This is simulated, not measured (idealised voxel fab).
Proc. module: voxel lift off
cross-section cut | 155 nm wide | cells 5 nm
Heads up, the way a cross-section reads in here is a grid of square cells, handed over as bands from the top down, with every band being one or more rows of cells.
Heads up on the band format: heights come first, top then bottom, in nm. After that it's the materials left to right, each with its width in nm. A single material flagged "edge to edge" fills the whole band edge to edge, and "empty" means there's empty space there.
The level at which height equals 0 is the one under which the wafer, as it arrives, is entirely one material. No lower edge exists for the bottom band, which continues downward and is notated as in "from 0 down".
A width given as "30..40" starts at the first number in the band's top row and ends at the second number in its bottom row, shifting by an equal amount at every step from row to row.
"changes: none" for a step: no cell of the cross-section changed in that step.
"Enclosed voids": empty spaces of 8 cells or more with no open way to the top, each given as width x height at distance, distance from the left edge, all in nm.
Step line, after settings: the simulator's comment on this step.
The "overlay nm" setting may appear on a step's line; for a step that uses a mask, it gives how far to the right of its planned position the mask lay, and a negative value indicates the left.
**These are the steps we planned for the process**
| 1 | RECEIVE (material Si) |
| 2 | CONFORMAL_DEP (material SiN; thk nm 10) |
| 3 | PATTERN (tone open; mask id LINES; material resist; width nm 15; pitch nm 35; thk nm 25; overlay nm 0) |
| 4 | DIRECTIONAL_DEP (material Ru; thk nm 15) |
| 5 | STRIP (etch materials resist) |
| 6 | CONFORMAL_DEP (material SiCN; thk nm 10) |
**Here's what the wafer looked like in cross-section when it arrived - that's after step 1**
> from 0 down: Si edge to edge
> Enclosed voids: none
**The module was run from the start shown above using the plan shown above, but one mistake was made doing it; the resulting wafer cross-section is below**
> from 35 to 25: empty=5, SiCN=145, empty=5
> from 25 to 20: empty=5, SiCN=10, Ru=20, SiCN=15, Ru=20, SiCN=15, Ru=20, SiCN=15, Ru=20, SiCN=10, empty=5
> from 20 to 10: SiCN=15, Ru=20, SiCN=15, Ru=20, SiCN=15, Ru=20, SiCN=15, Ru=20, SiCN=15
> from 10 to 0: SiN edge to edge
> from 0 down: Si edge to edge
> Enclosed voids: none
Deviation from plan: step 3 deviated from plan and actually ran as PATTERN (tone open; mask id LINES; material resist; width nm 20; pitch nm 35; thk nm 25; overlay nm 0)
